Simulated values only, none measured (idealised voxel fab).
Title: Process Module voxel wiring stack
It is cross-section cut that appears here, measuring 250 nm in width, its square cells being 5 nm in size.
Cross-section format: a grid of square cells, given as bands from top to bottom; each band is one or more rows of cells. The entry gives the band's vertical extent as a top height and a bottom height in nm, then its horizontal make-up as materials from left to right, each with a width in nm. "air" stands for empty space; a single material marked "all across" fills the band edge to edge. Ref level 0: as-received wafer is one material below here. Bottom band extends down with no lower bound ("from 0 down"). Graded width ("30->40"): value in top row of band = first number; value in bottom row = second number; row-to-row change constant. "remained unchanged" (step): cross-section cells unchanged, all of them. The list in "Voids lacking openings" covers empty spaces of 8 cells or more that cannot reach the top through any open way, and it gives each as width x height at distance; the distance is from the left edge, and width, height and distance are in nm. Read whatever lies past the settings on a step's line as the simulator's own remark about the step. A step line may carry the setting "overlay nm", which, for steps involving a mask, states the distance by which the mask lay to the right of its intended position; negative values denote displacement to the left.
**The following list gives the planned process steps**
1) RECEIVE | material Si
2) CONFORMAL_DEP | material SiO2 | thk nm 15
3) CONFORMAL_DEP | material SiN | thk nm 5
4) DIRECTIONAL_DEP | material lowk | thk nm 25
5) MASKED_ETCH | tone open | mask id METAL_1 | width nm 30 | pitch nm 50 | etch materials lowk | depth nm 25 | overlay nm 0
6) MASKED_ETCH | tone open | mask id METAL_1 | width nm 30 | pitch nm 50 | etch materials SiN | depth nm 5 | overlay nm 0
7) CONFORMAL_DEP | material TiN | thk nm 5
8) FILL_DEP | material Cu | thk nm 10
9) CMP | height nm 45
10) CONFORMAL_DEP | material SiCN | thk nm 5
11) DIRECTIONAL_DEP | material lowk | thk nm 15
12) DIRECTIONAL_DEP | material aC | thk nm 15
13) PATTERN | tone open | mask id PLUG_1 | material resist | width nm 15 | pitch nm 50 | thk nm 30 | overlay nm 0
14) DIRECTIONAL_ETCH | etch materials aC | depth nm 15
15) STRIP | etch materials resist
16) DIRECTIONAL_ETCH | etch materials lowk | depth nm 15
17) DIRECTIONAL_ETCH | etch materials SiCN | depth nm 5
18) STRIP | etch materials aC
19) CONFORMAL_DEP | material TiN | thk nm 5
20) FILL_DEP | material W | thk nm 10
21) CMP | height nm 65
22) CONFORMAL_DEP | material SiCN | thk nm 5
23) DIRECTIONAL_DEP | material SiO2 | thk nm 20
24) DIRECTIONAL_DEP | material aC | thk nm 15
25) PATTERN | tone open | mask id METAL_2 | material resist | width nm 30 | pitch nm 50 | thk nm 35 | overlay nm 0
26) DIRECTIONAL_ETCH | etch materials aC | depth nm 15
27) STRIP | etch materials resist
28) DIRECTIONAL_ETCH | etch materials SiO2 | depth nm 20
29) DIRECTIONAL_ETCH | etch materials SiCN | depth nm 5
30) STRIP | etch materials aC
31) CONFORMAL_DEP | material TiN | thk nm 5
32) FILL_DEP | material Cu | thk nm 5
33) CMP | height nm 90
34) CONFORMAL_DEP | material SiCN | thk nm 5
35) DIRECTIONAL_DEP | material lowk | thk nm 10
36) DIRECTIONAL_DEP | material aC | thk nm 10
37) PATTERN | tone open | mask id PLUG_2 | material resist | width nm 15 | pitch nm 50 | thk nm 25 | overlay nm 0
38) DIRECTIONAL_ETCH | etch materials aC | depth nm 10
39) STRIP | etch materials resist
40) DIRECTIONAL_ETCH | etch materials lowk | depth nm 10
41) DIRECTIONAL_ETCH | etch materials SiCN | depth nm 5
42) STRIP | etch materials aC
43) EPI | material Ru | thk nm 10
44) EPI | material Ru | thk nm 5
45) CONFORMAL_DEP | material SiN | thk nm 5
46) DIRECTIONAL_DEP | material SiO2 | thk nm 15
47) DIRECTIONAL_DEP | material aC | thk nm 15
48) PATTERN | tone open | mask id METAL_3 | material resist | width nm 30 | pitch nm 50 | thk nm 35 | overlay nm 0
49) DIRECTIONAL_ETCH | etch materials aC | depth nm 15
50) STRIP | etch materials resist
51) DIRECTIONAL_ETCH | etch materials SiO2 | depth nm 15
52) DIRECTIONAL_ETCH | etch materials SiN | depth nm 5
53) STRIP | etch materials aC
54) CONFORMAL_DEP | material TiN | thk nm 5
55) FILL_DEP | material Cu | thk nm 5
56) CMP | height nm 125
57) EPI | material Ru | thk nm 5
58) FILL_DEP | material SiCN | thk nm 5
**Shown in cross-section is the wafer as received, that is, as it stands after step 1**
from 0 down = Si all across
Voids lacking openings: none
**Cross-section, first of two wafers, end of module, run as planned**
from 135 to 130 = SiCN all across
from 130 to 125 = SiCN 30 nm / Ru 40 nm / SiCN 10 nm / Ru 40 nm / SiCN 10 nm / Ru 40 nm / SiCN 10 nm / Ru 40 nm / SiCN 30 nm
from 125 to 110 = SiO2 35 nm / TiN 5 nm / Cu 20 nm / TiN 5 nm / SiO2 20 nm / TiN 5 nm / Cu 20 nm / TiN 5 nm / SiO2 20 nm / TiN 5 nm / Cu 20 nm / TiN 5 nm / SiO2 20 nm / TiN 5 nm / Cu 20 nm / TiN 5 nm / SiO2 35 nm
from 110 to 105 = SiN 35 nm / TiN 30 nm / SiN 20 nm / TiN 30 nm / SiN 20 nm / TiN 30 nm / SiN 20 nm / TiN 30 nm / SiN 35 nm
from 105 to 95 = lowk 35 nm / Ru 15 nm / lowk 35 nm / Ru 15 nm / lowk 35 nm / Ru 15 nm / lowk 35 nm / Ru 15 nm / lowk 50 nm
from 95 to 90 = SiCN 35 nm / Ru 15 nm / SiCN 35 nm / Ru 15 nm / SiCN 35 nm / Ru 15 nm / SiCN 35 nm / Ru 15 nm / SiCN 50 nm
from 90 to 70 = SiO2 35 nm / TiN 5 nm / Cu 20 nm / TiN 5 nm / SiO2 20 nm / TiN 5 nm / Cu 20 nm / TiN 5 nm / SiO2 20 nm / TiN 5 nm / Cu 20 nm / TiN 5 nm / SiO2 20 nm / TiN 5 nm / Cu 20 nm / TiN 5 nm / SiO2 35 nm
from 70 to 65 = SiCN 35 nm / TiN 30 nm / SiCN 20 nm / TiN 30 nm / SiCN 20 nm / TiN 30 nm / SiCN 20 nm / TiN 30 nm / SiCN 35 nm
from 65 to 50 = lowk 35 nm / TiN 5 nm / W 5 nm / TiN 5 nm / lowk 35 nm / TiN 5 nm / W 5 nm / TiN 5 nm / lowk 35 nm / TiN 5 nm / W 5 nm / TiN 5 nm / lowk 35 nm / TiN 5 nm / W 5 nm / TiN 5 nm / lowk 50 nm
from 50 to 45 = SiCN 35 nm / TiN 15 nm / SiCN 35 nm / TiN 15 nm / SiCN 35 nm / TiN 15 nm / SiCN 35 nm / TiN 15 nm / SiCN 50 nm
from 45 to 20 = lowk 35 nm / TiN 5 nm / Cu 20 nm / TiN 5 nm / lowk 20 nm / TiN 5 nm / Cu 20 nm / TiN 5 nm / lowk 20 nm / TiN 5 nm / Cu 20 nm / TiN 5 nm / lowk 20 nm / TiN 5 nm / Cu 20 nm / TiN 5 nm / lowk 35 nm
from 20 to 15 = SiN 35 nm / TiN 30 nm / SiN 20 nm / TiN 30 nm / SiN 20 nm / TiN 30 nm / SiN 20 nm / TiN 30 nm / SiN 35 nm
from 15 to 0 = SiO2 all across
from 0 down = Si all across
Voids lacking openings: none
**Cross-section, second wafer: same start as the first, same plan as the first, one mistake in running it; taken at the end of the module**
from 135 to 130 = SiCN all across
from 130 to 125 = SiCN 30 nm / Ru 40 nm / SiCN 10 nm / Ru 40 nm / SiCN 10 nm / Ru 40 nm / SiCN 10 nm / Ru 40 nm / SiCN 30 nm
from 125 to 120 = SiO2 35 nm / TiN 5 nm / Cu 20 nm / TiN 5 nm / SiO2 20 nm / TiN 5 nm / Cu 20 nm / TiN 5 nm / SiO2 20 nm / TiN 5 nm / Cu 20 nm / TiN 5 nm / SiO2 20 nm / TiN 5 nm / Cu 20 nm / TiN 5 nm / SiO2 35 nm
from 120 to 115 = SiO2 20 nm / SiN 15 nm / TiN 30 nm / SiO2 5 nm / SiN 15 nm / TiN 30 nm / SiO2 5 nm / SiN 15 nm / TiN 30 nm / SiO2 5 nm / SiN 15 nm / TiN 30 nm / SiO2 35 nm
from 115 to 110 = SiO2 20 nm / SiN 5 nm / Ru 35 nm / SiN 5 nm / SiO2 5 nm / SiN 5 nm / Ru 35 nm / SiN 5 nm / SiO2 5 nm / SiN 5 nm / Ru 35 nm / SiN 5 nm / SiO2 5 nm / SiN 5 nm / Ru 35 nm / SiN 5 nm / SiO2 35 nm
from 110 to 105 = SiN 25 nm / Ru 35 nm / SiN 15 nm / Ru 35 nm / SiN 15 nm / Ru 35 nm / SiN 15 nm / Ru 35 nm / SiN 40 nm
from 105 to 95 = lowk 35 nm / Ru 15 nm / lowk 35 nm / Ru 15 nm / lowk 35 nm / Ru 15 nm / lowk 35 nm / Ru 15 nm / lowk 50 nm
from 95 to 90 = SiCN 35 nm / Ru 15 nm / SiCN 35 nm / Ru 15 nm / SiCN 35 nm / Ru 15 nm / SiCN 35 nm / Ru 15 nm / SiCN 50 nm
from 90 to 70 = SiO2 35 nm / TiN 5 nm / Cu 20 nm / TiN 5 nm / SiO2 20 nm / TiN 5 nm / Cu 20 nm / TiN 5 nm / SiO2 20 nm / TiN 5 nm / Cu 20 nm / TiN 5 nm / SiO2 20 nm / TiN 5 nm / Cu 20 nm / TiN 5 nm / SiO2 35 nm
from 70 to 65 = SiCN 35 nm / TiN 30 nm / SiCN 20 nm / TiN 30 nm / SiCN 20 nm / TiN 30 nm / SiCN 20 nm / TiN 30 nm / SiCN 35 nm
from 65 to 50 = lowk 35 nm / TiN 5 nm / W 5 nm / TiN 5 nm / lowk 35 nm / TiN 5 nm / W 5 nm / TiN 5 nm / lowk 35 nm / TiN 5 nm / W 5 nm / TiN 5 nm / lowk 35 nm / TiN 5 nm / W 5 nm / TiN 5 nm / lowk 50 nm
from 50 to 45 = SiCN 35 nm / TiN 15 nm / SiCN 35 nm / TiN 15 nm / SiCN 35 nm / TiN 15 nm / SiCN 35 nm / TiN 15 nm / SiCN 50 nm
from 45 to 20 = lowk 35 nm / TiN 5 nm / Cu 20 nm / TiN 5 nm / lowk 20 nm / TiN 5 nm / Cu 20 nm / TiN 5 nm / lowk 20 nm / TiN 5 nm / Cu 20 nm / TiN 5 nm / lowk 20 nm / TiN 5 nm / Cu 20 nm / TiN 5 nm / lowk 35 nm
from 20 to 15 = SiN 35 nm / TiN 30 nm / SiN 20 nm / TiN 30 nm / SiN 20 nm / TiN 30 nm / SiN 20 nm / TiN 30 nm / SiN 35 nm
from 15 to 0 = SiO2 all across
from 0 down = Si all across
Voids lacking openings: none
It is concluded that the wafer was processed incorrectly with respect to the plan, in that in the plan, step 43 was performed twice
It is noted that, at the conclusion of processing, the second wafer exhibits a higher or lower cell count for certain materials relative to the first: Cu: 32 fewer | Ru: 56 more | SiN: 16 more | SiO2: 24 fewer | TiN: 16 fewer
